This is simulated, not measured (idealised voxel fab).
The following process module bears the name voxel trench capacitor.
Each square cell in cross-section cut measures 5 nm, and the section as a whole is 205 nm wide.
The cross-sections in this document take the form of a grid made of square cells. They are written out as bands, in order from top to bottom. Each band consists of one or more rows of cells.
Top, bottom (nm), then materials left to right with widths (nm); lone material tagged "full width" fills the whole band edge to edge; "empty" = empty space.
Heights are expressed relative to 0, this being the level below which the as-received wafer comprises one material exclusively. The lowest band is unbounded in the downward direction and is denoted as in "0 down".
The expression "30 to 40" gives the width at the extremes of the band, the first number at its top row of cells and the second at its bottom row, with the width changing by equal amounts from each row to the next in between.
Step note "no alteration" = no cross-section cell changed.
This entry, "Sealed-off cavities", enumerates those empty regions of no fewer than 8 cells that possess no open connection to the top. Each region is reported in the form width x height at distance, the distance being taken from the left edge, with all three quantities expressed in nm.
after a step's settings: what the simulator itself notes on the step
What "overlay nm" on a step's line means: if the step has a mask, that mask lay this far to the right of its planned place, or, when the value is negative, to the left.
These are the steps we planned for the process
| 1 | RECEIVE (material Si) |
| 2 | CONFORMAL_DEP (material SiN; thk nm 10) |
| 3 | DIRECTIONAL_DEP (material aC; thk nm 15) |
| 4 | PATTERN (tone open; mask id TRENCH; material resist; width nm 25; pitch nm 50; thk nm 35; overlay nm 0) |
| 5 | DIRECTIONAL_ETCH (etch materials aC; depth nm 15) |
| 6 | STRIP (etch materials resist) |
| 7 | DIRECTIONAL_ETCH (etch materials SiN; depth nm 10) |
| 8 | DIRECTIONAL_ETCH (etch materials Si; depth nm 25) |
| 9 | STRIP (etch materials aC) |
| 10 | CONFORMAL_DEP (material SiO2; thk nm 5) |
| 11 | FILL_DEP (material polySi; thk nm 10) |
| 12 | CMP (height nm 10) |
First of two wafers: run as planned
Cross-sectional view of the wafer in its as-received condition, corresponding to the state after step 1
    0 down: Si full width
    Sealed-off cavities: none
Cross-section of the wafer subsequent to step 2
    10 to 0: SiN full width
    Unchanged below 0.
Cross-section of the wafer subsequent to step 3
    25 to 10: aC full width
    Unchanged below 10.
Cross-section of the wafer subsequent to step 4
    60 to 25: resist: 40  empty: 25  resist: 25  empty: 25  resist: 25  empty: 25  resist: 40
    Unchanged below 25.
Cross-section of the wafer subsequent to step 5
    45 to 25: resist: 40  empty: 25  resist: 25  empty: 25  resist: 25  empty: 25  resist: 40
    25 to 10: aC: 40  empty: 25  aC: 25  empty: 25  aC: 25  empty: 25  aC: 40
    Unchanged below 10.
Cross-section of the wafer subsequent to step 6
    25 to 10: aC: 40  empty: 25  aC: 25  empty: 25  aC: 25  empty: 25  aC: 40
    Unchanged below 10.
Cross-section of the wafer subsequent to step 7
    25 to 10: aC: 40  empty: 25  aC: 25  empty: 25  aC: 25  empty: 25  aC: 40
    10 to 0: SiN: 40  empty: 25  SiN: 25  empty: 25  SiN: 25  empty: 25  SiN: 40
    Unchanged below 0.
Cross-section of the wafer subsequent to step 8
    25 to 10: aC: 40  empty: 25  aC: 25  empty: 25  aC: 25  empty: 25  aC: 40
    10 to 0: SiN: 40  empty: 25  SiN: 25  empty: 25  SiN: 25  empty: 25  SiN: 40
    0 to -25: Si: 40  empty: 25  Si: 25  empty: 25  Si: 25  empty: 25  Si: 40
    Unchanged below -25.
Cross-section of the wafer subsequent to step 9
    10 to 0: SiN: 40  empty: 25  SiN: 25  empty: 25  SiN: 25  empty: 25  SiN: 40
    Unchanged below 0.
Cross-section of the wafer subsequent to step 10
    15 to 10: SiO2: 45  empty: 15  SiO2: 35  empty: 15  SiO2: 35  empty: 15  SiO2: 45
    10 to 0: SiN: 40  SiO2: 5  empty: 15  SiO2: 5  SiN: 25  SiO2: 5  empty: 15  SiO2: 5  SiN: 25  SiO2: 5  empty: 15  SiO2: 5  SiN: 40
    0 to -20: Si: 40  SiO2: 5  empty: 15  SiO2: 5  Si: 25  SiO2: 5  empty: 15  SiO2: 5  Si: 25  SiO2: 5  empty: 15  SiO2: 5  Si: 40
    -20 to -25: Si: 40  SiO2: 25  Si: 25  SiO2: 25  Si: 25  SiO2: 25  Si: 40
    Unchanged below -25.
Cross-section of the wafer subsequent to step 11
    25 to 15: polySi full width
    15 to 10: SiO2: 45  polySi: 15  SiO2: 35  polySi: 15  SiO2: 35  polySi: 15  SiO2: 45
    10 to 0: SiN: 40  SiO2: 5  polySi: 15  SiO2: 5  SiN: 25  SiO2: 5  polySi: 15  SiO2: 5  SiN: 25  SiO2: 5  polySi: 15  SiO2: 5  SiN: 40
    0 to -20: Si: 40  SiO2: 5  polySi: 15  SiO2: 5  Si: 25  SiO2: 5  polySi: 15  SiO2: 5  Si: 25  SiO2: 5  polySi: 15  SiO2: 5  Si: 40
    Unchanged below -20.
Cross-section of the wafer subsequent to step 12
    10 to 0: SiN: 40  SiO2: 5  polySi: 15  SiO2: 5  SiN: 25  SiO2: 5  polySi: 15  SiO2: 5  SiN: 25  SiO2: 5  polySi: 15  SiO2: 5  SiN: 40
    Unchanged below 0.
Wafer two of two - same starting point, same process plan, one mistake in execution; matches wafer one up to and including step 7
Cross-section: second wafer, time at which step 8 was scheduled to end
    25 to 10: aC: 40  empty: 25  aC: 25  empty: 25  aC: 25  empty: 25  aC: 40
    10 to 0: SiN: 40  empty: 25  SiN: 25  empty: 25  SiN: 25  empty: 25  SiN: 40
    0 to -50: Si: 40  empty: 25  Si: 25  empty: 25  Si: 25  empty: 25  Si: 40
    Unchanged below -50.
Cross-section: second wafer, time at which step 9 was scheduled to end
    10 to 0: SiN: 40  empty: 25  SiN: 25  empty: 25  SiN: 25  empty: 25  SiN: 40
    Unchanged below 0.
Cross-section: second wafer, time at which step 10 was scheduled to end
    15 to 10: SiO2: 45  empty: 15  SiO2: 35  empty: 15  SiO2: 35  empty: 15  SiO2: 45
    10 to 0: SiN: 40  SiO2: 5  empty: 15  SiO2: 5  SiN: 25  SiO2: 5  empty: 15  SiO2: 5  SiN: 25  SiO2: 5  empty: 15  SiO2: 5  SiN: 40
    0 to -45: Si: 40  SiO2: 5  empty: 15  SiO2: 5  Si: 25  SiO2: 5  empty: 15  SiO2: 5  Si: 25  SiO2: 5  empty: 15  SiO2: 5  Si: 40
    -45 to -50: Si: 40  SiO2: 25  Si: 25  SiO2: 25  Si: 25  SiO2: 25  Si: 40
    Unchanged below -50.
Cross-section: second wafer, time at which step 11 was scheduled to end
    25 to 15: polySi full width
    15 to 10: SiO2: 45  polySi: 15  SiO2: 35  polySi: 15  SiO2: 35  polySi: 15  SiO2: 45
    10 to 0: SiN: 40  SiO2: 5  polySi: 15  SiO2: 5  SiN: 25  SiO2: 5  polySi: 15  SiO2: 5  SiN: 25  SiO2: 5  polySi: 15  SiO2: 5  SiN: 40
    0 to -45: Si: 40  SiO2: 5  polySi: 15  SiO2: 5  Si: 25  SiO2: 5  polySi: 15  SiO2: 5  Si: 25  SiO2: 5  polySi: 15  SiO2: 5  Si: 40
    Unchanged below -45.
Cross-section: second wafer, time at which step 12 was scheduled to end
    10 to 0: SiN: 40  SiO2: 5  polySi: 15  SiO2: 5  SiN: 25  SiO2: 5  polySi: 15  SiO2: 5  SiN: 25  SiO2: 5  polySi: 15  SiO2: 5  SiN: 40
    Unchanged below 0.
Deviation from plan: it should be noted that step 8 of the plan was executed twice
Looking at both finished wafers in cells, the second ends up ahead of or behind the first on some materials: -75 Si, +30 SiO2, +45 polySi
